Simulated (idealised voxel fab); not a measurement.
process module | voxel gate over fins
cross-section cut | 250 nm wide | cells 5 nm
A cross-section is a grid of square cells, given in bands from the top down. A band is one or more rows of cells.
Each band's line starts with the height of the band's top and of its bottom, in nm. Then come its materials from left to right, each with its width in nm. One material with "throughout" fills the band from edge to edge. "air" is empty space.
Height 0 is the level under which the wafer as received is all one material. The lowest band goes on downwards, as in "0 down".
A width such as "30 to 40" changes by the same amount from each row of cells to the next, from the band's top row to its bottom row.
"no change" after a step means that no cell of the cross-section changed.
closed voids: empty space of 8 cells or more with no open way to the top, each as width x height at its distance from the left edge, in nm
after a step's settings: what the simulator itself notes on the step
overlay nm, on a step with a mask: how far to the right of its planned place the mask lay; to the left if negative
plan
1 op RECEIVE | material Si
2 op CONFORMAL_DEP | material SiN | thk nm 10
3 op DIRECTIONAL_DEP | material aC | thk nm 15
4 op PATTERN | tone cover | mask id FINS | material resist | width nm 15 | pitch nm 35 | thk nm 30 | overlay nm 0
5 op DIRECTIONAL_ETCH | etch materials aC | depth nm 15
6 op STRIP | etch materials resist
7 op DIRECTIONAL_ETCH | etch materials SiN | depth nm 10
8 op DIRECTIONAL_ETCH | etch materials Si | depth nm 40
9 op STRIP | etch materials aC
10 op FILL_DEP | material SiO2 | thk nm 15
11 op CMP | height nm 10
12 op SELECTIVE_ETCH | etch materials SiO2 | depth nm 25
13 op STRIP | etch materials SiN
14 op CONFORMAL_DEP | material HfO2 | thk nm 5
15 op CONFORMAL_DEP | material TiN | thk nm 5
16 op CONFORMAL_DEP | material TiAl | thk nm 5
17 op CONFORMAL_DEP | material TiN | thk nm 5
18 op FILL_DEP | material W | thk nm 15
19 op CMP | height nm 30
20 op CONFORMAL_DEP | material SiN | thk nm 5
as received, after step 1
  0 down: Si throughout
  closed voids: none
a wafer at the end: this start, this plan, one mistake
  45 to 30: SiN throughout
  30 to 20: W throughout
  20 to 15: W 80 | TiN 90 | W 80
  15 to 10: W 80 | TiN 5 | TiAl 80 | TiN 5 | W 80
  10 to 5: W 80 | TiN 5 | TiAl 5 | TiN 70 | TiAl 5 | TiN 5 | W 80
  5 to 0: TiN 85 | TiAl 5 | TiN 5 | HfO2 25 | TiN 10 | HfO2 25 | TiN 5 | TiAl 5 | TiN 85
  0 to -5: TiAl 90 | TiN 5 | HfO2 5 | Si 15 | HfO2 5 | TiN 10 | HfO2 5 | Si 15 | HfO2 5 | TiN 5 | TiAl 90
  -5 to -10: TiN 95 | HfO2 5 | Si 15 | HfO2 5 | TiN 10 | HfO2 5 | Si 15 | HfO2 5 | TiN 95
  -10 to -15: HfO2 100 | Si 15 | HfO2 20 | Si 15 | HfO2 100
  -15 to -40: SiO2 100 | Si 15 | SiO2 20 | Si 15 | SiO2 100
  -40 down: Si throughout
  closed voids: none
what went wrong: step 20 ran as: op CONFORMAL_DEP | material SiN | thk nm 15
